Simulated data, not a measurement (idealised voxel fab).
process module | voxel tone inversion
cross-section cut | 150 nm wide | cells 5 nm
A cross-section is a grid of square cells, given in bands from the top down. A band is one or more rows of cells.
Each band's line starts with the height of the band's top and of its bottom, in nm. Then come its materials from left to right, each with its width in nm. One material with "throughout" fills the band from edge to edge. "air" is empty space.
Height 0 is the level under which the wafer as received is all one material. The lowest band goes on downwards, as in "0 down".
A width such as "30 to 40" changes by the same amount from each row of cells to the next, from the band's top row to its bottom row.
"no change" after a step means that no cell of the cross-section changed.
closed voids: empty space of 8 cells or more with no open way to the top, each as width x height at its distance from the left edge, in nm
after a step's settings: what the simulator itself notes on the step
overlay nm, on a step with a mask: how far to the right of its planned place the mask lay; to the left if negative
plan
1 op RECEIVE | material Si
2 op CONFORMAL_DEP | material SiN | thk nm 5
3 op DIRECTIONAL_DEP | material aC | thk nm 15
4 op PATTERN | tone cover | mask id POSTS | material resist | width nm 25 | pitch nm 40 | thk nm 25 | overlay nm 0
5 op DIRECTIONAL_ETCH | etch materials aC | depth nm 15
6 op STRIP | etch materials resist
7 op FILL_DEP | material SiO2 | thk nm 10
8 op CMP | height nm 20
9 op STRIP | etch materials aC
first wafer, as planned
as received, after step 1
  0 down: Si throughout
  closed voids: none
after step 2
  5 to 0: SiN throughout
  below 0: unchanged
after step 3
  20 to 5: aC throughout
  below 5: unchanged
after step 4
  45 to 20: air 40 | resist 25 | air 15 | resist 25 | air 45
  below 20: unchanged
after step 5
  30 to 20: air 40 | resist 25 | air 15 | resist 25 | air 45
  20 to 5: air 40 | aC 25 | air 15 | aC 25 | air 45
  below 5: unchanged
after step 6
  20 to 5: air 40 | aC 25 | air 15 | aC 25 | air 45
  below 5: unchanged
after step 7
  30 to 20: SiO2 throughout
  20 to 5: SiO2 40 | aC 25 | SiO2 15 | aC 25 | SiO2 45
  below 5: unchanged
after step 8
  20 to 5: SiO2 40 | aC 25 | SiO2 15 | aC 25 | SiO2 45
  below 5: unchanged
after step 9
  20 to 5: SiO2 40 | air 25 | SiO2 15 | air 25 | SiO2 45
  below 5: unchanged
second wafer: like start, like plan, one mistake. Through step 1 it matches the first wafer
when step 2 should have ended
  5 to 0: SiO2 throughout
  below 0: unchanged
when step 3 should have ended
  20 to 5: aC throughout
  below 5: unchanged
when step 4 should have ended
  45 to 20: air 40 | resist 25 | air 15 | resist 25 | air 45
  below 20: unchanged
when step 5 should have ended
  30 to 20: air 40 | resist 25 | air 15 | resist 25 | air 45
  20 to 5: air 40 | aC 25 | air 15 | aC 25 | air 45
  below 5: unchanged
when step 6 should have ended
  20 to 5: air 40 | aC 25 | air 15 | aC 25 | air 45
  below 5: unchanged
when step 7 should have ended
  30 to 20: SiO2 throughout
  20 to 5: SiO2 40 | aC 25 | SiO2 15 | aC 25 | SiO2 45
  below 5: unchanged
when step 8 should have ended
  20 to 5: SiO2 40 | aC 25 | SiO2 15 | aC 25 | SiO2 45
  below 5: unchanged
when step 9 should have ended
  20 to 5: SiO2 40 | air 25 | SiO2 15 | air 25 | SiO2 45
  below 5: unchanged
what went wrong: step 2 ran as: op CONFORMAL_DEP | material SiO2 | thk nm 5
at the end the second wafer has, in cells: 30 fewer of SiN | 30 more of SiO2
